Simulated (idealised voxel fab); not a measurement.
Process module heading - voxel transistor to metal
Displayed cross-section: cut, width of 165 nm, square cells sized 5 nm.
In what follows, cross-sections appear as grids of square cells, described through bands that run from the top down, where every band is one or more rows of cells. Per band: top height and bottom height in nm, followed by the left-to-right materials and their widths in nm; "everywhere" marks a single material spanning edge to edge, "air" marks empty space. We count height from 0. Below that, the starting wafer is all one material. The lowest band never ends at the bottom but goes on down; see "z 0 and below" for how that is written. Width spec "30->40" -> top row of cells at first value, bottom row at second value, equal per-row change in between. Take "remained the same" at face value: in the step it is given for, the cross-section changed in none of its cells. "Closed voids list": sealed empty spaces, 8 cells or more, no open way to top, listed width x height at distance, with distance from the left edge and width, height and distance in nm. Post-settings text on a step line: simulator's own remark regarding the step. overlay nm: right-of-plan distance of the mask on a masked step; negative values mean left-of-plan.
So here's the lineup of process steps we planned
1: RECEIVE (material Si)
2: CONFORMAL_DEP (material SiO2; thk nm 5)
3: CONFORMAL_DEP (material SiN; thk nm 10)
4: DIRECTIONAL_DEP (material aC; thk nm 15)
5: PATTERN (tone cover; mask id ACTIVE; material resist; width nm 105; thk nm 30; overlay nm 0)
6: DIRECTIONAL_ETCH (etch materials aC; depth nm 15)
7: STRIP (etch materials resist)
8: DIRECTIONAL_ETCH (etch materials SiN; depth nm 10)
9: DIRECTIONAL_ETCH (etch materials SiO2; depth nm 5)
10: DIRECTIONAL_ETCH (etch materials Si; depth nm 35)
11: STRIP (etch materials aC)
12: FILL_DEP (material SiO2; thk nm 10)
13: CMP (height nm 15)
14: SELECTIVE_ETCH (etch materials SiO2; depth nm 5)
15: STRIP (etch materials SiN)
16: SELECTIVE_ETCH (etch materials SiO2; depth nm 5)
17: OXIDIZE (depth nm 5)
18: DIRECTIONAL_DEP (material polySi; thk nm 30)
19: DIRECTIONAL_DEP (material SiCN; thk nm 10)
20: PATTERN (tone cover; mask id GATE; material resist; width nm 25; thk nm 20; overlay nm 0)
21: DIRECTIONAL_ETCH (etch materials SiCN; depth nm 20)
22: DIRECTIONAL_ETCH (etch materials polySi; depth nm 40)
23: STRIP (etch materials resist)
24: CONFORMAL_DEP (material SiN; thk nm 10)
25: DIRECTIONAL_ETCH (etch materials SiN; depth nm 10)
26: DIRECTIONAL_ETCH (etch materials SiO2; depth nm 5)
27: DIRECTIONAL_ETCH (etch materials Si; depth nm 5)
28: EPI (material pSi; thk nm 5)
29: FILL_DEP (material SiO2; thk nm 10)
30: CMP (height nm 40)
31: DIRECTIONAL_DEP (material SiO2; thk nm 15)
32: PATTERN (tone open; mask id CONTACT; material resist; width nm 30; pitch nm 65; thk nm 20; overlay nm 0)
33: DIRECTIONAL_ETCH (etch materials SiO2; depth nm 60)
34: STRIP (etch materials resist)
35: CONFORMAL_DEP (material TiN; thk nm 5)
36: FILL_DEP (material Ru; thk nm 5)
37: CMP (height nm 55)
38: DIRECTIONAL_DEP (material TiN; thk nm 5)
39: DIRECTIONAL_DEP (material Ru; thk nm 20)
40: PATTERN (tone cover; mask id METAL_1; material resist; width nm 15; pitch nm 80; thk nm 20; overlay nm 0)
41: DIRECTIONAL_ETCH (etch materials Ru; depth nm 20)
42: DIRECTIONAL_ETCH (etch materials TiN; depth nm 5)
43: STRIP (etch materials resist)
44: CONFORMAL_DEP (material SiN; thk nm 5)
45: FILL_DEP (material lowk; thk nm 10)
46: CMP (height nm 70)
47: CONFORMAL_DEP (material SiN; thk nm 5)
Be aware that, although all wafers share a common starting state, the height nm at step 46 differs among them, and the plan displays the first wafer's value.
Here's the first of the wafers in cross-section, just as we got it, i.e. after step 1
z 0 and below | Si everywhere
Closed voids list: none
The table below has one row for each wafer; a row shows, as of the end of the module, how many cells of each material the wafer has gained, marked (+), or lost, marked (-), since it was received, and then the wafer's closed voids
height nm 70 | +78 Ru | -115 Si | +10 SiCN | +104 SiN | +266 SiO2 | +62 TiN | +46 lowk | +14 pSi | +30 polySi | Closed voids list: none
height nm 75 | +84 Ru | -115 Si | +10 SiCN | +108 SiN | +266 SiO2 | +62 TiN | +69 lowk | +14 pSi | +30 polySi | Closed voids list: none
height nm 80 | +90 Ru | -115 Si | +10 SiCN | +112 SiN | +266 SiO2 | +62 TiN | +92 lowk | +14 pSi | +30 polySi | Closed voids list: none
height nm 85 | +90 Ru | -115 Si | +10 SiCN | +122 SiN | +266 SiO2 | +62 TiN | +115 lowk | +14 pSi | +30 polySi | Closed voids list: none
height nm 90 | +90 Ru | -115 Si | +10 SiCN | +122 SiN | +266 SiO2 | +62 TiN | +148 lowk | +14 pSi | +30 polySi | Closed voids list: none
height nm 95 | +90 Ru | -115 Si | +10 SiCN | +122 SiN | +266 SiO2 | +62 TiN | +181 lowk | +14 pSi | +30 polySi | Closed voids list: none
